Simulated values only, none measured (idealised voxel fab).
This is a process module. Its name is voxel air gaps.
It is cross-section cut that appears here, measuring 290 nm in width, its square cells being 5 nm in size.
Cross-sections here: square-cell grids, written as top-down lists of bands, a band being one or more rows of cells.
The entry gives the band's vertical extent as a top height and a bottom height in nm, then its horizontal make-up as materials from left to right, each with a width in nm. "air" stands for empty space; a single material marked "everywhere" fills the band edge to edge.
It should be noted that heights are counted from 0, beneath which the wafer as supplied is of one material throughout, and that the lowest band possesses no lower boundary but continues downward, as written in "top 0, no bottom".
Graded width ("30..40"): value in top row of band = first number; value in bottom row = second number; row-to-row change constant.
Where the words "nothing different" appear for a step, the cross-section shows no cell changed by that step; every cell remained as before.
For the entry "Cavities, closed", the listed items are empty spaces with no open way to the top whose size is 8 cells or more; each item follows the pattern width x height at distance, where distance is from the left edge and all three are in nm.
Where a step's line continues beyond its settings, the continuation is a remark by the simulator itself on that step.
overlay nm: mask offset rightward from planned place, masked step; negative means leftward offset.

Intended process steps:
- 1: RECEIVE, material Si
- 2: CONFORMAL_DEP, material SiO2, thk nm 15
- 3: CONFORMAL_DEP, material SiCN, thk nm 5
- 4: DIRECTIONAL_DEP, material SiO2, thk nm 40
- 5: DIRECTIONAL_DEP, material aC, thk nm 15
- 6: PATTERN, tone open, mask id LINES, material resist, width nm 20, pitch nm 45, thk nm 30, overlay nm 0
- 7: DIRECTIONAL_ETCH, etch materials aC, depth nm 15
- 8: STRIP, etch materials resist
- 9: DIRECTIONAL_ETCH, etch materials SiO2, depth nm 40
- 10: STRIP, etch materials aC
- 11: CONFORMAL_DEP, material TiN, thk nm 5
- 12: FILL_DEP, material W, thk nm 5
- 13: CMP, height nm 60
- 14: EPI, material Ru, thk nm 10
- 15: SELECTIVE_ETCH, etch materials SiO2, depth nm 50
- 16: CONFORMAL_DEP, material SiCN, thk nm 5

So this is the incoming wafer in cross-section - it's already been through step 1:
	top 0, no bottom | Si everywhere
	Cavities, closed: none

Same starting wafer, same plan as above, one mistake in the execution; this is the cross-section at the end of the module:
	top 75, bottom 70 | SiCN everywhere
	top 70, bottom 60 | Ru everywhere
	top 60, bottom 25 | W: 60 | TiN: 5 | SiO2: 20 | TiN: 5 | W: 15 | TiN: 5 | SiO2: 20 | TiN: 5 | W: 15 | TiN: 5 | SiO2: 20 | TiN: 5 | W: 15 | TiN: 5 | SiO2: 20 | TiN: 5 | W: 65
	top 25, bottom 20 | TiN: 65 | SiO2: 20 | TiN: 25 | SiO2: 20 | TiN: 25 | SiO2: 20 | TiN: 25 | SiO2: 20 | TiN: 70
	top 20, bottom 15 | SiCN everywhere
	top 15, bottom 0 | SiO2 everywhere
	top 0, no bottom | Si everywhere
	Cavities, closed: none
It is concluded that the wafer was processed incorrectly with respect to the plan, in that step 6, actual vs plan mismatch, actual run PATTERN, tone cover, mask id LINES, material resist, width nm 20, pitch nm 45, thk nm 30, overlay nm 0
